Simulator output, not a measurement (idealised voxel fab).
The name of this process module is voxel ribs on slabs.
Each square cell in cross-section cut measures 5 nm, and the section as a whole is 265 nm wide.
For the purposes of this document, a cross-section shall be understood as a grid of square cells, specified as bands listed in top-to-bottom order, each band consisting of one or more rows of cells.
The entry gives the band's vertical extent as a top height and a bottom height in nm, then its horizontal make-up as materials from left to right, each with a width in nm. "blank" stands for empty space; a single material marked "full width" fills the band edge to edge.
Note: height 0 marks the level under which the wafer is uniformly one material as received. Lowest band unbounded below, written "0 -> down".
Quick explanation for "30..40": the width changes in equal steps down the rows of cells, from the first number in the band's top row to the second number in its bottom row.
What does "remained unchanged" mean for a step? It means no cell of the cross-section changed in that step.
Closed empty spaces (no open way to the top) of 8 cells or more are what "Closed void list" lists, each as width x height at distance from the left edge, nm for all three.
Whatever follows a step's settings on its line is a remark the simulator itself makes about that step.
The setting "overlay nm" may be written on the line of a step. When the step uses a mask, the value reports how far to the right of the planned place the mask lay, and a negative value reports that it lay to the left.

This section lists the process steps that were planned:
1) RECEIVE with material Si
2) DIRECTIONAL_DEP with material SiO2, thk nm 20
3) DIRECTIONAL_DEP with material SiN, thk nm 25
4) DIRECTIONAL_DEP with material aC, thk nm 10
5) PATTERN with tone cover, mask id RIB, material resist, width nm 25, thk nm 25, overlay nm 0
6) DIRECTIONAL_ETCH with etch materials aC, depth nm 10
7) STRIP with etch materials resist
8) DIRECTIONAL_ETCH with etch materials SiN, depth nm 20
9) STRIP with etch materials aC
10) MASKED_ETCH with tone cover, mask id SLAB, width nm 75, etch materials SiN, depth nm 5, overlay nm 0
11) FILL_DEP with material SiO2, thk nm 15
12) CMP with height nm 55
13) DIRECTIONAL_DEP with material TiN, thk nm 5
14) MASKED_ETCH with tone cover, mask id HEATER, width nm 35, etch materials TiN, depth nm 5, overlay nm 0
15) CONFORMAL_DEP with material SiO2, thk nm 5

Incoming wafer, cross-sectional view, post step 1:
  0 -> down: Si full width
  Closed void list: none

The module was run from the start shown above using the plan shown above, but one mistake was made doing it; the resulting wafer cross-section is below:
  65 -> 60: blank=110  SiO2=45  blank=110
  60 -> 55: SiO2=115  TiN=35  SiO2=115
  55 -> 25: SiO2 full width
  25 -> 0: SiN full width
  0 -> down: Si full width
  Closed void list: none
Heads up, the wafer didn't run the way we planned it: the intended sequence of steps 2 and 3 was reversed during processing, with each occupying the position of the other
